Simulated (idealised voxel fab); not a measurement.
process module | voxel capacitor over wiring
cross-section cut | 170 nm wide | cells 5 nm
A cross-section is a grid of square cells, given in bands from the top down. A band is one or more rows of cells.
Each band's line starts with the height of the band's top and of its bottom, in nm. Then come its materials from left to right, each with its width in nm. One material with "throughout" fills the band from edge to edge. "air" is empty space.
Height 0 is the level under which the wafer as received is all one material. The lowest band goes on downwards, as in "0 down".
A width such as "30 to 40" changes by the same amount from each row of cells to the next, from the band's top row to its bottom row.
"no change" after a step means that no cell of the cross-section changed.
closed voids: empty space of 8 cells or more with no open way to the top, each as width x height at its distance from the left edge, in nm
after a step's settings: what the simulator itself notes on the step
overlay nm, on a step with a mask: how far to the right of its planned place the mask lay; to the left if negative
plan
1 op RECEIVE | material Si
2 op CONFORMAL_DEP | material SiO2 | thk nm 15
3 op CONFORMAL_DEP | material SiN | thk nm 5
4 op DIRECTIONAL_DEP | material SiO2 | thk nm 25
5 op DIRECTIONAL_DEP | material aC | thk nm 15
6 op PATTERN | tone open | mask id METAL_1 | material resist | width nm 30 | pitch nm 90 | thk nm 30 | overlay nm 0
7 op DIRECTIONAL_ETCH | etch materials aC | depth nm 15
8 op STRIP | etch materials resist
9 op DIRECTIONAL_ETCH | etch materials SiO2 | depth nm 25
10 op DIRECTIONAL_ETCH | etch materials SiN | depth nm 5
11 op STRIP | etch materials aC
12 op CONFORMAL_DEP | material TiN | thk nm 5
13 op FILL_DEP | material Cu | thk nm 10
14 op CMP | height nm 45
15 op CONFORMAL_DEP | material SiCN | thk nm 5
16 op DIRECTIONAL_DEP | material SiO2 | thk nm 15
17 op PATTERN | tone open | mask id PLUG_1 | material resist | width nm 15 | thk nm 20 | overlay nm 0
18 op DIRECTIONAL_ETCH | etch materials SiO2 | depth nm 15
19 op DIRECTIONAL_ETCH | etch materials SiCN | depth nm 5
20 op STRIP | etch materials resist
21 op CONFORMAL_DEP | material TiN | thk nm 5
22 op FILL_DEP | material W | thk nm 5
23 op CMP | height nm 65
24 op DIRECTIONAL_DEP | material TiN | thk nm 5
25 op DIRECTIONAL_DEP | material SiN | thk nm 5
26 op DIRECTIONAL_DEP | material TiN | thk nm 5
27 op MASKED_ETCH | tone cover | mask id UPPER_PLATE | width nm 65 | etch materials TiN | depth nm 5 | overlay nm 0
28 op MASKED_ETCH | tone cover | mask id UPPER_PLATE | width nm 65 | etch materials SiN | depth nm 5 | overlay nm 0
29 op DIRECTIONAL_DEP | material aC | thk nm 15
30 op PATTERN | tone cover | mask id LOWER_PLATE | material resist | width nm 75 | thk nm 35 | overlay nm 0
31 op DIRECTIONAL_ETCH | etch materials aC | depth nm 15
32 op STRIP | etch materials resist
33 op DIRECTIONAL_ETCH | etch materials TiN | depth nm 5
34 op STRIP | etch materials aC
35 op FILL_DEP | material SiO2 | thk nm 15
36 op CMP | height nm 90
37 op MASKED_ETCH | tone open | mask id PLUG_2 | width nm 15 | etch materials SiO2 | depth nm 10 | overlay nm 0
38 op CONFORMAL_DEP | material TiN | thk nm 5
39 op FILL_DEP | material Cu | thk nm 5
40 op CMP | height nm 90
41 op CONFORMAL_DEP | material SiCN | thk nm 5
first wafer, as planned
as received, after step 1
  0 down: Si throughout
  closed voids: none
after step 2
  15 to 0: SiO2 throughout
  below 0: unchanged
after step 3
  20 to 15: SiN throughout
  below 15: unchanged
after step 4
  45 to 20: SiO2 throughout
  below 20: unchanged
after step 5
  60 to 45: aC throughout
  below 45: unchanged
after step 6
  90 to 60: resist 25 | air 30 | resist 60 | air 30 | resist 25
  below 60: unchanged
after step 7
  75 to 60: resist 25 | air 30 | resist 60 | air 30 | resist 25
  60 to 45: aC 25 | air 30 | aC 60 | air 30 | aC 25
  below 45: unchanged
after step 8
  60 to 45: aC 25 | air 30 | aC 60 | air 30 | aC 25
  below 45: unchanged
after step 9
  60 to 45: aC 25 | air 30 | aC 60 | air 30 | aC 25
  45 to 20: SiO2 25 | air 30 | SiO2 60 | air 30 | SiO2 25
  below 20: unchanged
after step 10
  60 to 45: aC 25 | air 30 | aC 60 | air 30 | aC 25
  45 to 20: SiO2 25 | air 30 | SiO2 60 | air 30 | SiO2 25
  20 to 15: SiN 25 | air 30 | SiN 60 | air 30 | SiN 25
  below 15: unchanged
after step 11
  45 to 20: SiO2 25 | air 30 | SiO2 60 | air 30 | SiO2 25
  below 20: unchanged
after step 12
  50 to 45: TiN 30 | air 20 | TiN 70 | air 20 | TiN 30
  45 to 20: SiO2 25 | TiN 5 | air 20 | TiN 5 | SiO2 60 | TiN 5 | air 20 | TiN 5 | SiO2 25
  20 to 15: SiN 25 | TiN 30 | SiN 60 | TiN 30 | SiN 25
  below 15: unchanged
after step 13
  60 to 50: Cu throughout
  50 to 45: TiN 30 | Cu 20 | TiN 70 | Cu 20 | TiN 30
  45 to 20: SiO2 25 | TiN 5 | Cu 20 | TiN 5 | SiO2 60 | TiN 5 | Cu 20 | TiN 5 | SiO2 25
  below 20: unchanged
after step 14
  45 to 20: SiO2 25 | TiN 5 | Cu 20 | TiN 5 | SiO2 60 | TiN 5 | Cu 20 | TiN 5 | SiO2 25
  below 20: unchanged
after step 15
  50 to 45: SiCN throughout
  below 45: unchanged
after step 16
  65 to 50: SiO2 throughout
  below 50: unchanged
after step 17
  85 to 65: resist 40 | air 15 | resist 115
  below 65: unchanged
after step 18
  85 to 65: resist 40 | air 15 | resist 115
  65 to 50: SiO2 40 | air 15 | SiO2 115
  below 50: unchanged
after step 19
  85 to 65: resist 40 | air 15 | resist 115
  65 to 50: SiO2 40 | air 15 | SiO2 115
  50 to 45: SiCN 40 | air 15 | SiCN 115
  below 45: unchanged
after step 20
  65 to 50: SiO2 40 | air 15 | SiO2 115
  below 50: unchanged
after step 21
  70 to 65: TiN 45 | air 5 | TiN 120
  65 to 50: SiO2 40 | TiN 5 | air 5 | TiN 5 | SiO2 115
  50 to 45: SiCN 40 | TiN 15 | SiCN 115
  below 45: unchanged
after step 22
  75 to 70: W throughout
  70 to 65: TiN 45 | W 5 | TiN 120
  65 to 50: SiO2 40 | TiN 5 | W 5 | TiN 5 | SiO2 115
  below 50: unchanged
after step 23
  65 to 50: SiO2 40 | TiN 5 | W 5 | TiN 5 | SiO2 115
  below 50: unchanged
after step 24
  70 to 65: TiN throughout
  below 65: unchanged
after step 25
  75 to 70: SiN throughout
  below 70: unchanged
after step 26
  80 to 75: TiN throughout
  below 75: unchanged
after step 27
  80 to 75: air 40 | TiN 65 | air 65
  below 75: unchanged
after step 28
  80 to 75: air 40 | TiN 65 | air 65
  75 to 70: air 40 | SiN 65 | air 65
  below 70: unchanged
after step 29
  95 to 85: air 40 | aC 65 | air 65
  85 to 80: aC throughout
  80 to 75: aC 40 | TiN 65 | aC 65
  75 to 70: aC 40 | SiN 65 | aC 65
  below 70: unchanged
after step 30
  130 to 95: air 35 | resist 75 | air 60
  95 to 85: air 35 | resist 5 | aC 65 | resist 5 | air 60
  below 85: unchanged
after step 31
  115 to 95: air 35 | resist 75 | air 60
  95 to 85: air 35 | resist 5 | aC 65 | resist 5 | air 60
  85 to 80: air 35 | aC 75 | air 60
  80 to 75: air 35 | aC 5 | TiN 65 | aC 5 | air 60
  75 to 70: air 35 | aC 5 | SiN 65 | aC 5 | air 60
  below 70: unchanged
after step 32
  95 to 85: air 40 | aC 65 | air 65
  below 85: unchanged
after step 33
  95 to 85: air 40 | aC 65 | air 65
  85 to 80: air 35 | aC 75 | air 60
  80 to 75: air 35 | aC 5 | TiN 65 | aC 5 | air 60
  75 to 70: air 35 | aC 5 | SiN 65 | aC 5 | air 60
  70 to 65: air 35 | TiN 75 | air 60
  below 65: unchanged
after step 34
  80 to 75: air 40 | TiN 65 | air 65
  75 to 70: air 40 | SiN 65 | air 65
  below 70: unchanged
after step 35
  95 to 80: SiO2 throughout
  80 to 75: SiO2 40 | TiN 65 | SiO2 65
  75 to 70: SiO2 40 | SiN 65 | SiO2 65
  70 to 65: SiO2 35 | TiN 75 | SiO2 60
  below 65: unchanged
after step 36
  90 to 80: SiO2 throughout
  below 80: unchanged
after step 37
  90 to 80: SiO2 50 | air 15 | SiO2 105
  below 80: unchanged
after step 38
  95 to 90: TiN 55 | air 5 | TiN 110
  90 to 85: SiO2 50 | TiN 5 | air 5 | TiN 5 | SiO2 105
  85 to 75: SiO2 50 to 40 | TiN 15 to 65 | SiO2 105 to 65
  below 75: unchanged
after step 39
  100 to 95: Cu throughout
  95 to 90: TiN 55 | Cu 5 | TiN 110
  90 to 85: SiO2 50 | TiN 5 | Cu 5 | TiN 5 | SiO2 105
  below 85: unchanged
after step 40
  90 to 85: SiO2 50 | TiN 5 | Cu 5 | TiN 5 | SiO2 105
  below 85: unchanged
after step 41
  95 to 90: SiCN throughout
  below 90: unchanged
second wafer: like start, like plan, one mistake. Through step 29 it matches the first wafer
when step 30 should have ended
  130 to 95: air 35 | resist 80 | air 55
  95 to 85: air 35 | resist 5 | aC 65 | resist 10 | air 55
  below 85: unchanged
when step 31 should have ended
  115 to 95: air 35 | resist 80 | air 55
  95 to 85: air 35 | resist 5 | aC 65 | resist 10 | air 55
  85 to 80: air 35 | aC 80 | air 55
  80 to 75: air 35 | aC 5 | TiN 65 | aC 10 | air 55
  75 to 70: air 35 | aC 5 | SiN 65 | aC 10 | air 55
  below 70: unchanged
when step 32 should have ended
  95 to 85: air 40 | aC 65 | air 65
  below 85: unchanged
when step 33 should have ended
  95 to 85: air 40 | aC 65 | air 65
  85 to 80: air 35 | aC 80 | air 55
  80 to 75: air 35 | aC 5 | TiN 65 | aC 10 | air 55
  75 to 70: air 35 | aC 5 | SiN 65 | aC 10 | air 55
  70 to 65: air 35 | TiN 80 | air 55
  below 65: unchanged
when step 34 should have ended
  80 to 75: air 40 | TiN 65 | air 65
  75 to 70: air 40 | SiN 65 | air 65
  below 70: unchanged
when step 35 should have ended
  95 to 80: SiO2 throughout
  80 to 75: SiO2 40 | TiN 65 | SiO2 65
  75 to 70: SiO2 40 | SiN 65 | SiO2 65
  70 to 65: SiO2 35 | TiN 80 | SiO2 55
  below 65: unchanged
when step 36 should have ended
  90 to 80: SiO2 throughout
  below 80: unchanged
when step 37 should have ended
  90 to 80: SiO2 50 | air 15 | SiO2 105
  below 80: unchanged
when step 38 should have ended
  95 to 90: TiN 55 | air 5 | TiN 110
  90 to 85: SiO2 50 | TiN 5 | air 5 | TiN 5 | SiO2 105
  85 to 75: SiO2 50 to 40 | TiN 15 to 65 | SiO2 105 to 65
  below 75: unchanged
when step 39 should have ended
  100 to 95: Cu throughout
  95 to 90: TiN 55 | Cu 5 | TiN 110
  90 to 85: SiO2 50 | TiN 5 | Cu 5 | TiN 5 | SiO2 105
  below 85: unchanged
when step 40 should have ended
  90 to 85: SiO2 50 | TiN 5 | Cu 5 | TiN 5 | SiO2 105
  below 85: unchanged
when step 41 should have ended
  95 to 90: SiCN throughout
  below 90: unchanged
what went wrong: step 30 ran as: op PATTERN | tone cover | mask id LOWER_PLATE | material resist | width nm 80 | thk nm 35 | overlay nm 0
at the end the second wafer has, in cells: 1 fewer of SiO2 | 1 more of TiN
